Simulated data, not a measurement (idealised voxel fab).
Process module, titled voxel air gaps
This is section cut - it's 185 nm across, gridded in 5 nm square cells.
In this document a cross-section is written as a grid of square cells. It is given as a series of bands, listed from the top down, and a band is one or more rows of cells.
Band: top height; bottom height; in nm. Then, left to right: material with width in nm, for each material. "everywhere": a single material spanning edge to edge. "blank": empty space.
For the purposes of this specification, 0 denotes the height below which the wafer in its as-received condition is composed wholly of one material, and the lowermost band, lacking a lower limit, extends downward without end, as expressed in "0..down".
Note: "30 to 40" means the width goes from the first number (top row of the band) to the second number (bottom row) in equal steps per row of cells.
"left unchanged" -> step changed no cross-section cell.
"Closed cavities": empty spaces of 8 cells or more with no open way to the top, each given as width x height at distance, distance from the left edge, all in nm.
after a step's settings: what the simulator itself notes on the step
"overlay nm" answers the question of how far to the right of plan the mask lay on a step that has a mask, and when it is negative the answer is to the left.

THE PLANNED PROCESS STEPS ARE ENUMERATED HEREUNDER
| 1 | RECEIVE,material Si |
| 2 | CONFORMAL_DEP,material SiO2,thk nm 15 |
| 3 | CONFORMAL_DEP,material SiCN,thk nm 5 |
| 4 | DIRECTIONAL_DEP,material lowk,thk nm 40 |
| 5 | DIRECTIONAL_DEP,material aC,thk nm 10 |
| 6 | PATTERN,tone open,mask id LINES,material resist,width nm 20,pitch nm 45,thk nm 30,overlay nm 0 |
| 7 | DIRECTIONAL_ETCH,etch materials aC,depth nm 10 |
| 8 | STRIP,etch materials resist |
| 9 | DIRECTIONAL_ETCH,etch materials lowk,depth nm 40 |
| 10 | STRIP,etch materials aC |
| 11 | CONFORMAL_DEP,material TiN,thk nm 5 |
| 12 | FILL_DEP,material Cu,thk nm 10 |
| 13 | CMP,height nm 60 |
| 14 | EPI,material Ru,thk nm 10 |
| 15 | SELECTIVE_ETCH,etch materials lowk,depth nm 50 |
| 16 | CONFORMAL_DEP,material SiCN,thk nm 5 |

THE CROSS-SECTION HERE SHOWS THE WAFER AS RECEIVED, I.E. IN ITS STATE AFTER STEP 1
0..down = Si everywhere
Closed cavities: none

END-OF-MODULE CROSS-SECTION. STARTING STRUCTURE AND PROCESS PLAN AS ABOVE; ONE MISTAKE MADE IN RUNNING IT
75..70 = 20 nm blank, 140 nm SiCN, 25 nm blank
70..60 = 20 nm blank, 5 nm SiCN, 40 nm Ru, 5 nm SiCN, 40 nm Ru, 5 nm SiCN, 40 nm Ru, 5 nm SiCN, 25 nm blank
60..55 = 20 nm blank, 15 nm SiCN, 5 nm TiN, 10 nm Cu, 5 nm TiN, 25 nm SiCN, 5 nm TiN, 10 nm Cu, 5 nm TiN, 25 nm SiCN, 5 nm TiN, 10 nm Cu, 5 nm TiN, 15 nm SiCN, 25 nm blank
55..30 = 30 nm blank, 5 nm SiCN, 5 nm TiN, 10 nm Cu, 5 nm TiN, 5 nm SiCN, 15 nm blank, 5 nm SiCN, 5 nm TiN, 10 nm Cu, 5 nm TiN, 5 nm SiCN, 15 nm blank, 5 nm SiCN, 5 nm TiN, 10 nm Cu, 5 nm TiN, 5 nm SiCN, 35 nm blank
30..25 = 35 nm SiCN, 20 nm TiN, 25 nm SiCN, 20 nm TiN, 25 nm SiCN, 20 nm TiN, 40 nm SiCN
25..20 = SiCN everywhere
20..0 = SiO2 everywhere
0..down = Si everywhere
Closed cavities: 15 x 25 at 60; 15 x 25 at 105
Nonconformance to the process plan: for step 2, the planned setting was not used; the step was instead run as CONFORMAL_DEP,material SiO2,thk nm 20
